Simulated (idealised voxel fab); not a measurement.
Proc. module: voxel ribs on slabs
Shown is cross-section cut, with a width of 190 nm and square cells of size 5 nm.
Cross-section = grid of square cells, listed top down in bands; band = one or more rows. Per band: top height and bottom height in nm, followed by the left-to-right materials and their widths in nm; "throughout" marks a single material spanning edge to edge, "blank" marks empty space. All heights in this document are referenced to 0, defined as the level beneath which the wafer, as received, consists entirely of one material. The lowest band is not bounded below; it extends indefinitely downward and is written in the form "0 nm and below". The notation "30 to 40" denotes a width that varies across the rows of cells in the band, beginning at the first number in the top row, finishing at the second number in the bottom row, and changing by an identical amount from each row to the next. "stayed the same" (step): cross-section cells unchanged, all of them. "Cavities, sealed" lists enclosed empty spaces (at least 8 cells, no open path upward to the top), each as width x height at distance from the left edge, in nm. Past the settings on a step's line: simulator remark, on that step. The line of a step may include "overlay nm". On a step with a mask, this value is how far to the right of its planned place the mask lay. A negative value means the mask lay to the left.
## The planned process steps are enumerated hereunder
| 1 | RECEIVE [material Si] |
| 2 | DIRECTIONAL_DEP [material SiO2] [thk nm 25] |
| 3 | DIRECTIONAL_DEP [material polySi] [thk nm 25] |
| 4 | DIRECTIONAL_DEP [material aC] [thk nm 15] |
| 5 | PATTERN [tone cover] [mask id RIB] [material resist] [width nm 30] [thk nm 35] [overlay nm 0] |
| 6 | DIRECTIONAL_ETCH [etch materials aC] [depth nm 15] |
| 7 | STRIP [etch materials resist] |
| 8 | DIRECTIONAL_ETCH [etch materials polySi] [depth nm 10] |
| 9 | STRIP [etch materials aC] |
| 10 | MASKED_ETCH [tone cover] [mask id SLAB] [width nm 90] [etch materials polySi] [depth nm 15] [overlay nm 0] |
| 11 | FILL_DEP [material SiO2] [thk nm 20] |
| 12 | CMP [height nm 65] |
| 13 | DIRECTIONAL_DEP [material W] [thk nm 5] |
| 14 | PATTERN [tone cover] [mask id HEATER] [material resist] [width nm 30] [thk nm 15] [overlay nm 0] |
| 15 | DIRECTIONAL_ETCH [etch materials W] [depth nm 5] |
| 16 | STRIP [etch materials resist] |
| 17 | CONFORMAL_DEP [material SiO2] [thk nm 5] |
Where the wafers of this document differ is in the width nm of step 14; they start out the same, and the plan states the value that applied to the first wafer.
## Cross-section of the first of several wafers as received (after step 1)
> 0 nm and below | Si throughout
> Cavities, sealed: none
## Shown in cross-section: the first of several wafers at the end of the module, after its last step, step 17
> 75 nm to 70 nm | 75 of blank; 40 of SiO2; 75 of blank
> 70 nm to 65 nm | 80 of SiO2; 30 of W; 80 of SiO2
> 65 nm to 50 nm | SiO2 throughout
> 50 nm to 40 nm | 80 of SiO2; 30 of polySi; 80 of SiO2
> 40 nm to 25 nm | 50 of SiO2; 90 of polySi; 50 of SiO2
> 25 nm to 0 nm | SiO2 throughout
> 0 nm and below | Si throughout
> Cavities, sealed: none
## Of the several wafers, the last: cross-section at the end of the module
> 75 nm to 70 nm | 65 of blank; 65 of SiO2; 60 of blank
> 70 nm to 65 nm | 70 of SiO2; 55 of W; 65 of SiO2
> 65 nm to 50 nm | SiO2 throughout
> 50 nm to 40 nm | 80 of SiO2; 30 of polySi; 80 of SiO2
> 40 nm to 25 nm | 50 of SiO2; 90 of polySi; 50 of SiO2
> 25 nm to 0 nm | SiO2 throughout
> 0 nm and below | Si throughout
> Cavities, sealed: none
## Wafer rows, end of module: cells per material gained (+) or lost (-) since receipt; closed voids last
width nm 30, +468 SiO2, +6 W, +66 polySi, Cavities, sealed: none
width nm 35, +468 SiO2, +7 W, +66 polySi, Cavities, sealed: none
width nm 40, +468 SiO2, +8 W, +66 polySi, Cavities, sealed: none
width nm 45, +468 SiO2, +9 W, +66 polySi, Cavities, sealed: none
width nm 50, +468 SiO2, +10 W, +66 polySi, Cavities, sealed: none
width nm 55, +468 SiO2, +11 W, +66 polySi, Cavities, sealed: none
